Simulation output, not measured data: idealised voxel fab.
Title: Process Module voxel self aligned contacts
This is section cut - it's 250 nm across, gridded in 5 nm square cells.
When this document writes out a cross-section, it uses a grid of square cells and lists it as bands, beginning at the top and moving down, with a band standing for one or more rows of cells. Top height, bottom height, nm. Materials left to right, width each, nm. Single material + "all across" = fills band edge to edge. "air" = empty. For the purposes of this specification, 0 denotes the height below which the wafer in its as-received condition is composed wholly of one material, and the lowermost band, lacking a lower limit, extends downward without end, as expressed in "0 down". Per-row width for "30..40": begins at first number (top row of band), ends at second number (bottom row), increment between rows held constant. Step marked "no change"? Then no cell in the cross-section changed in it. "Sealed-off cavities" - sealed voids, min. 8 cells, no opening to top; format: width x height at distance (distance from left edge; nm throughout). Where a step's line continues beyond its settings, the continuation is a remark by the simulator itself on that step. A step's line can hold "overlay nm"; with a mask on that step, the setting says how far right of the planned place the mask lay, while a negative setting says it lay to the left.
Planned process steps:
- 1: RECEIVE (material Si)
- 2: OXIDIZE (depth nm 5)
- 3: DIRECTIONAL_DEP (material polySi; thk nm 30)
- 4: DIRECTIONAL_DEP (material SiN; thk nm 20)
- 5: DIRECTIONAL_DEP (material aC; thk nm 15)
- 6: PATTERN (tone cover; mask id GATE; material resist; width nm 35; pitch nm 65; thk nm 30; overlay nm 0)
- 7: DIRECTIONAL_ETCH (etch materials aC; depth nm 15)
- 8: STRIP (etch materials resist)
- 9: DIRECTIONAL_ETCH (etch materials SiN; depth nm 20)
- 10: DIRECTIONAL_ETCH (etch materials polySi; depth nm 30)
- 11: STRIP (etch materials aC)
- 12: CONFORMAL_DEP (material SiN; thk nm 5)
- 13: DIRECTIONAL_ETCH (etch materials SiN; depth nm 5)
- 14: FILL_DEP (material SiO2; thk nm 20)
- 15: CMP (height nm 60)
- 16: DIRECTIONAL_DEP (material aC; thk nm 15)
- 17: PATTERN (tone open; mask id CONTACT; material resist; width nm 40; pitch nm 65; thk nm 30; overlay nm 0)
- 18: DIRECTIONAL_ETCH (etch materials aC; depth nm 15)
- 19: STRIP (etch materials resist)
- 20: DIRECTIONAL_ETCH (etch materials SiO2; depth nm 65)
- 21: STRIP (etch materials aC)
- 22: CONFORMAL_DEP (material TiN; thk nm 5)
- 23: FILL_DEP (material Ru; thk nm 5)
- 24: CMP (height nm 60)
- 25: CONFORMAL_DEP (material SiCN; thk nm 5)
Run as planned: first of two wafers:
Cross-section of the wafer upon arrival, representing the state reached after step 1:
	0 down  Si all across
	Sealed-off cavities: none
Step 2 complete: cross-section through the wafer:
	0 to -5  SiO2 all across
	below -5: unchanged
Step 3 complete: cross-section through the wafer:
	30 to 0  polySi all across
	below 0: unchanged
Step 4 complete: cross-section through the wafer:
	50 to 30  SiN all across
	below 30: unchanged
Step 5 complete: cross-section through the wafer:
	65 to 50  aC all across
	below 50: unchanged
Step 6 complete: cross-section through the wafer:
	95 to 65  40 air, 35 resist, 30 air, 35 resist, 30 air, 35 resist, 45 air
	below 65: unchanged
Step 7 complete: cross-section through the wafer:
	80 to 65  40 air, 35 resist, 30 air, 35 resist, 30 air, 35 resist, 45 air
	65 to 50  40 air, 35 aC, 30 air, 35 aC, 30 air, 35 aC, 45 air
	below 50: unchanged
Step 8 complete: cross-section through the wafer:
	65 to 50  40 air, 35 aC, 30 air, 35 aC, 30 air, 35 aC, 45 air
	below 50: unchanged
Step 9 complete: cross-section through the wafer:
	65 to 50  40 air, 35 aC, 30 air, 35 aC, 30 air, 35 aC, 45 air
	50 to 30  40 air, 35 SiN, 30 air, 35 SiN, 30 air, 35 SiN, 45 air
	below 30: unchanged
Step 10 complete: cross-section through the wafer:
	65 to 50  40 air, 35 aC, 30 air, 35 aC, 30 air, 35 aC, 45 air
	50 to 30  40 air, 35 SiN, 30 air, 35 SiN, 30 air, 35 SiN, 45 air
	30 to 0  40 air, 35 polySi, 30 air, 35 polySi, 30 air, 35 polySi, 45 air
	below 0: unchanged
Step 11 complete: cross-section through the wafer:
	50 to 30  40 air, 35 SiN, 30 air, 35 SiN, 30 air, 35 SiN, 45 air
	below 30: unchanged
Step 12 complete: cross-section through the wafer:
	55 to 30  35 air, 45 SiN, 20 air, 45 SiN, 20 air, 45 SiN, 40 air
	30 to 5  35 air, 5 SiN, 35 polySi, 5 SiN, 20 air, 5 SiN, 35 polySi, 5 SiN, 20 air, 5 SiN, 35 polySi, 5 SiN, 40 air
	5 to 0  40 SiN, 35 polySi, 30 SiN, 35 polySi, 30 SiN, 35 polySi, 45 SiN
	below 0: unchanged
Step 13 complete: cross-section through the wafer:
	50 to 30  35 air, 45 SiN, 20 air, 45 SiN, 20 air, 45 SiN, 40 air
	30 to 0  35 air, 5 SiN, 35 polySi, 5 SiN, 20 air, 5 SiN, 35 polySi, 5 SiN, 20 air, 5 SiN, 35 polySi, 5 SiN, 40 air
	below 0: unchanged
Step 14 complete: cross-section through the wafer:
	70 to 50  SiO2 all across
	50 to 30  35 SiO2, 45 SiN, 20 SiO2, 45 SiN, 20 SiO2, 45 SiN, 40 SiO2
	30 to 0  35 SiO2, 5 SiN, 35 polySi, 5 SiN, 20 SiO2, 5 SiN, 35 polySi, 5 SiN, 20 SiO2, 5 SiN, 35 polySi, 5 SiN, 40 SiO2
	below 0: unchanged
Step 15 complete: cross-section through the wafer:
	60 to 50  SiO2 all across
	below 50: unchanged
Step 16 complete: cross-section through the wafer:
	75 to 60  aC all across
	below 60: unchanged
Step 17 complete: cross-section through the wafer:
	105 to 75  70 resist, 40 air, 25 resist, 40 air, 75 resist
	below 75: unchanged
Step 18 complete: cross-section through the wafer:
	90 to 75  70 resist, 40 air, 25 resist, 40 air, 75 resist
	75 to 60  70 aC, 40 air, 25 aC, 40 air, 75 aC
	below 60: unchanged
Step 19 complete: cross-section through the wafer:
	75 to 60  70 aC, 40 air, 25 aC, 40 air, 75 aC
	below 60: unchanged
Step 20 complete: cross-section through the wafer:
	75 to 60  70 aC, 40 air, 25 aC, 40 air, 75 aC
	60 to 50  70 SiO2, 40 air, 25 SiO2, 40 air, 75 SiO2
	50 to 30  35 SiO2, 45 SiN, 20 air, 45 SiN, 20 air, 45 SiN, 40 SiO2
	30 to 0  35 SiO2, 5 SiN, 35 polySi, 5 SiN, 20 air, 5 SiN, 35 polySi, 5 SiN, 20 air, 5 SiN, 35 polySi, 5 SiN, 40 SiO2
	0 to -5  80 SiO2, 20 air, 45 SiO2, 20 air, 85 SiO2
	below -5: unchanged
Step 21 complete: cross-section through the wafer:
	60 to 50  70 SiO2, 40 air, 25 SiO2, 40 air, 75 SiO2
	below 50: unchanged
Step 22 complete: cross-section through the wafer:
	65 to 60  75 TiN, 30 air, 35 TiN, 30 air, 80 TiN
	60 to 50  70 SiO2, 5..15 TiN, 30..10 air, 5..15 TiN, 25 SiO2, 5..15 TiN, 30..10 air, 5..15 TiN, 75 SiO2
	50 to 30  35 SiO2, 45 SiN, 5 TiN, 10 air, 5 TiN, 45 SiN, 5 TiN, 10 air, 5 TiN, 45 SiN, 40 SiO2
	30 to 0  35 SiO2, 5 SiN, 35 polySi, 5 SiN, 5 TiN, 10 air, 5 TiN, 5 SiN, 35 polySi, 5 SiN, 5 TiN, 10 air, 5 TiN, 5 SiN, 35 polySi, 5 SiN, 40 SiO2
	0 to -5  80 SiO2, 20 TiN, 45 SiO2, 20 TiN, 85 SiO2
	below -5: unchanged
Step 23 complete: cross-section through the wafer:
	70 to 65  Ru all across
	65 to 60  75 TiN, 30 Ru, 35 TiN, 30 Ru, 80 TiN
	60 to 50  70 SiO2, 5..15 TiN, 30..10 Ru, 5..15 TiN, 25 SiO2, 5..15 TiN, 30..10 Ru, 5..15 TiN, 75 SiO2
	50 to 30  35 SiO2, 45 SiN, 5 TiN, 10 Ru, 5 TiN, 45 SiN, 5 TiN, 10 Ru, 5 TiN, 45 SiN, 40 SiO2
	30 to 0  35 SiO2, 5 SiN, 35 polySi, 5 SiN, 5 TiN, 10 Ru, 5 TiN, 5 SiN, 35 polySi, 5 SiN, 5 TiN, 10 Ru, 5 TiN, 5 SiN, 35 polySi, 5 SiN, 40 SiO2
	below 0: unchanged
Step 24 complete: cross-section through the wafer:
	60 to 50  70 SiO2, 5..15 TiN, 30..10 Ru, 5..15 TiN, 25 SiO2, 5..15 TiN, 30..10 Ru, 5..15 TiN, 75 SiO2
	below 50: unchanged
Step 25 complete: cross-section through the wafer:
	65 to 60  SiCN all across
	below 60: unchanged
Wafer two. Identical start, identical plan. One mistake in execution. Identical history through step 1:
At the planned end of step 2, the second wafer in cross-section:
	0 to -10  SiO2 all across
	below -10: unchanged
At the planned end of step 3, the second wafer in cross-section:
	30 to 0  polySi all across
	below 0: unchanged
At the planned end of step 4, the second wafer in cross-section:
	50 to 30  SiN all across
	below 30: unchanged
At the planned end of step 5, the second wafer in cross-section:
	65 to 50  aC all across
	below 50: unchanged
At the planned end of step 6, the second wafer in cross-section:
	95 to 65  40 air, 35 resist, 30 air, 35 resist, 30 air, 35 resist, 45 air
	below 65: unchanged
At the planned end of step 7, the second wafer in cross-section:
	80 to 65  40 air, 35 resist, 30 air, 35 resist, 30 air, 35 resist, 45 air
	65 to 50  40 air, 35 aC, 30 air, 35 aC, 30 air, 35 aC, 45 air
	below 50: unchanged
At the planned end of step 8, the second wafer in cross-section:
	65 to 50  40 air, 35 aC, 30 air, 35 aC, 30 air, 35 aC, 45 air
	below 50: unchanged
At the planned end of step 9, the second wafer in cross-section:
	65 to 50  40 air, 35 aC, 30 air, 35 aC, 30 air, 35 aC, 45 air
	50 to 30  40 air, 35 SiN, 30 air, 35 SiN, 30 air, 35 SiN, 45 air
	below 30: unchanged
At the planned end of step 10, the second wafer in cross-section:
	65 to 50  40 air, 35 aC, 30 air, 35 aC, 30 air, 35 aC, 45 air
	50 to 30  40 air, 35 SiN, 30 air, 35 SiN, 30 air, 35 SiN, 45 air
	30 to 0  40 air, 35 polySi, 30 air, 35 polySi, 30 air, 35 polySi, 45 air
	below 0: unchanged
At the planned end of step 11, the second wafer in cross-section:
	50 to 30  40 air, 35 SiN, 30 air, 35 SiN, 30 air, 35 SiN, 45 air
	below 30: unchanged
At the planned end of step 12, the second wafer in cross-section:
	55 to 30  35 air, 45 SiN, 20 air, 45 SiN, 20 air, 45 SiN, 40 air
	30 to 5  35 air, 5 SiN, 35 polySi, 5 SiN, 20 air, 5 SiN, 35 polySi, 5 SiN, 20 air, 5 SiN, 35 polySi, 5 SiN, 40 air
	5 to 0  40 SiN, 35 polySi, 30 SiN, 35 polySi, 30 SiN, 35 polySi, 45 SiN
	below 0: unchanged
At the planned end of step 13, the second wafer in cross-section:
	50 to 30  35 air, 45 SiN, 20 air, 45 SiN, 20 air, 45 SiN, 40 air
	30 to 0  35 air, 5 SiN, 35 polySi, 5 SiN, 20 air, 5 SiN, 35 polySi, 5 SiN, 20 air, 5 SiN, 35 polySi, 5 SiN, 40 air
	below 0: unchanged
At the planned end of step 14, the second wafer in cross-section:
	70 to 50  SiO2 all across
	50 to 30  35 SiO2, 45 SiN, 20 SiO2, 45 SiN, 20 SiO2, 45 SiN, 40 SiO2
	30 to 0  35 SiO2, 5 SiN, 35 polySi, 5 SiN, 20 SiO2, 5 SiN, 35 polySi, 5 SiN, 20 SiO2, 5 SiN, 35 polySi, 5 SiN, 40 SiO2
	below 0: unchanged
At the planned end of step 15, the second wafer in cross-section:
	60 to 50  SiO2 all across
	below 50: unchanged
At the planned end of step 16, the second wafer in cross-section:
	75 to 60  aC all across
	below 60: unchanged
At the planned end of step 17, the second wafer in cross-section:
	105 to 75  70 resist, 40 air, 25 resist, 40 air, 75 resist
	below 75: unchanged
At the planned end of step 18, the second wafer in cross-section:
	90 to 75  70 resist, 40 air, 25 resist, 40 air, 75 resist
	75 to 60  70 aC, 40 air, 25 aC, 40 air, 75 aC
	below 60: unchanged
At the planned end of step 19, the second wafer in cross-section:
	75 to 60  70 aC, 40 air, 25 aC, 40 air, 75 aC
	below 60: unchanged
At the planned end of step 20, the second wafer in cross-section:
	75 to 60  70 aC, 40 air, 25 aC, 40 air, 75 aC
	60 to 50  70 SiO2, 40 air, 25 SiO2, 40 air, 75 SiO2
	50 to 30  35 SiO2, 45 SiN, 20 air, 45 SiN, 20 air, 45 SiN, 40 SiO2
	30 to 0  35 SiO2, 5 SiN, 35 polySi, 5 SiN, 20 air, 5 SiN, 35 polySi, 5 SiN, 20 air, 5 SiN, 35 polySi, 5 SiN, 40 SiO2
	0 to -5  80 SiO2, 20 air, 45 SiO2, 20 air, 85 SiO2
	below -5: unchanged
At the planned end of step 21, the second wafer in cross-section:
	60 to 50  70 SiO2, 40 air, 25 SiO2, 40 air, 75 SiO2
	below 50: unchanged
At the planned end of step 22, the second wafer in cross-section:
	65 to 60  75 TiN, 30 air, 35 TiN, 30 air, 80 TiN
	60 to 50  70 SiO2, 5..15 TiN, 30..10 air, 5..15 TiN, 25 SiO2, 5..15 TiN, 30..10 air, 5..15 TiN, 75 SiO2
	50 to 30  35 SiO2, 45 SiN, 5 TiN, 10 air, 5 TiN, 45 SiN, 5 TiN, 10 air, 5 TiN, 45 SiN, 40 SiO2
	30 to 0  35 SiO2, 5 SiN, 35 polySi, 5 SiN, 5 TiN, 10 air, 5 TiN, 5 SiN, 35 polySi, 5 SiN, 5 TiN, 10 air, 5 TiN, 5 SiN, 35 polySi, 5 SiN, 40 SiO2
	0 to -5  80 SiO2, 20 TiN, 45 SiO2, 20 TiN, 85 SiO2
	below -5: unchanged
At the planned end of step 23, the second wafer in cross-section:
	70 to 65  Ru all across
	65 to 60  75 TiN, 30 Ru, 35 TiN, 30 Ru, 80 TiN
	60 to 50  70 SiO2, 5..15 TiN, 30..10 Ru, 5..15 TiN, 25 SiO2, 5..15 TiN, 30..10 Ru, 5..15 TiN, 75 SiO2
	50 to 30  35 SiO2, 45 SiN, 5 TiN, 10 Ru, 5 TiN, 45 SiN, 5 TiN, 10 Ru, 5 TiN, 45 SiN, 40 SiO2
	30 to 0  35 SiO2, 5 SiN, 35 polySi, 5 SiN, 5 TiN, 10 Ru, 5 TiN, 5 SiN, 35 polySi, 5 SiN, 5 TiN, 10 Ru, 5 TiN, 5 SiN, 35 polySi, 5 SiN, 40 SiO2
	below 0: unchanged
At the planned end of step 24, the second wafer in cross-section:
	60 to 50  70 SiO2, 5..15 TiN, 30..10 Ru, 5..15 TiN, 25 SiO2, 5..15 TiN, 30..10 Ru, 5..15 TiN, 75 SiO2
	below 50: unchanged
At the planned end of step 25, the second wafer in cross-section:
	65 to 60  SiCN all across
	below 60: unchanged
Processing error: heads up, step 2 didn't go per plan, it actually ran as OXIDIZE (depth nm 10)
Per the end-of-run cell counts, the second wafer holds more or fewer of some materials than the first: Si -50, SiO2 +50
